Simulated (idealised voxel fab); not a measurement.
The process module that follows is named voxel spacer lines.
Section shown: cut. Width: 225 nm. Cell size: 5 nm, square.
For the purposes of this document, a cross-section shall be understood as a grid of square cells, specified as bands listed in top-to-bottom order, each band consisting of one or more rows of cells. A band entry consists of two parts. The first gives the height of the band's top and the height of its bottom, in nm. The rest lists the band's materials from left to right, each with its width in nm. A single material labelled with the word "all across" fills the band from edge to edge, and the word "blank" marks empty space. For the purposes of this specification, 0 denotes the height below which the wafer in its as-received condition is composed wholly of one material, and the lowermost band, lacking a lower limit, extends downward without end, as expressed in "top 0, no bottom". The expression "30->40" gives the width at the extremes of the band, the first number at its top row of cells and the second at its bottom row, with the width changing by equal amounts from each row to the next in between. Take "remained the same" at face value: in the step it is given for, the cross-section changed in none of its cells. What "Enclosed void entries" gives you is every empty space of 8 cells or more that is cut off from the top. Each appears as width x height at distance, with the distance taken from the left edge and width, height and distance all in nm. If you see something after the settings on a step's line, that's the simulator's own remark about that step. "overlay nm", when on a step's line for a step with a mask, measures how far to the right of its planned place the mask lay; a negative measure means to the left.

## The steps planned for the process are as follows
1: RECEIVE, material Si
2: CONFORMAL_DEP, material Al2O3, thk nm 5
3: DIRECTIONAL_DEP, material W, thk nm 10
4: DIRECTIONAL_DEP, material aC, thk nm 30
5: PATTERN, tone cover, mask id MANDREL, material resist, width nm 25, pitch nm 70, thk nm 40, overlay nm 0
6: DIRECTIONAL_ETCH, etch materials aC, depth nm 30
7: STRIP, etch materials resist
8: CONFORMAL_DEP, material SiO2, thk nm 10
9: DIRECTIONAL_ETCH, etch materials SiO2, depth nm 10
10: STRIP, etch materials aC
11: DIRECTIONAL_ETCH, etch materials W, depth nm 10
12: STRIP, etch materials SiO2
13: FILL_DEP, material SiO2, thk nm 5
14: CMP, height nm 15

## Cross-section, incoming material, after step 1
* top 0, no bottom | Si all across
* Enclosed void entries: none

## End-of-module cross-section of the first of two wafers, processed as planned
* top 15, bottom 5 | SiO2 (20) | W (10) | SiO2 (25) | W (10) | SiO2 (25) | W (10) | SiO2 (25) | W (10) | SiO2 (25) | W (10) | SiO2 (25) | W (10) | SiO2 (20)
* top 5, bottom 0 | Al2O3 all across
* top 0, no bottom | Si all across
* Enclosed void entries: none

## Wafer two (of two), end-of-module cross-section: start = wafer one, plan = wafer one, one run mistake
* top 15, bottom 5 | SiO2 (20) | W (10) | SiO2 (25) | W (10) | SiO2 (25) | W (10) | SiO2 (25) | W (10) | SiO2 (25) | W (10) | SiO2 (25) | W (10) | SiO2 (20)
* top 5, bottom 0 | W all across
* top 0, no bottom | Si all across
* Enclosed void entries: none
Error vs. plan: step 2 was not run as planned; what actually ran was CONFORMAL_DEP, material W, thk nm 5
Final cells, second wafer relative to first, materials higher or lower: -45 Al2O3 | +45 W
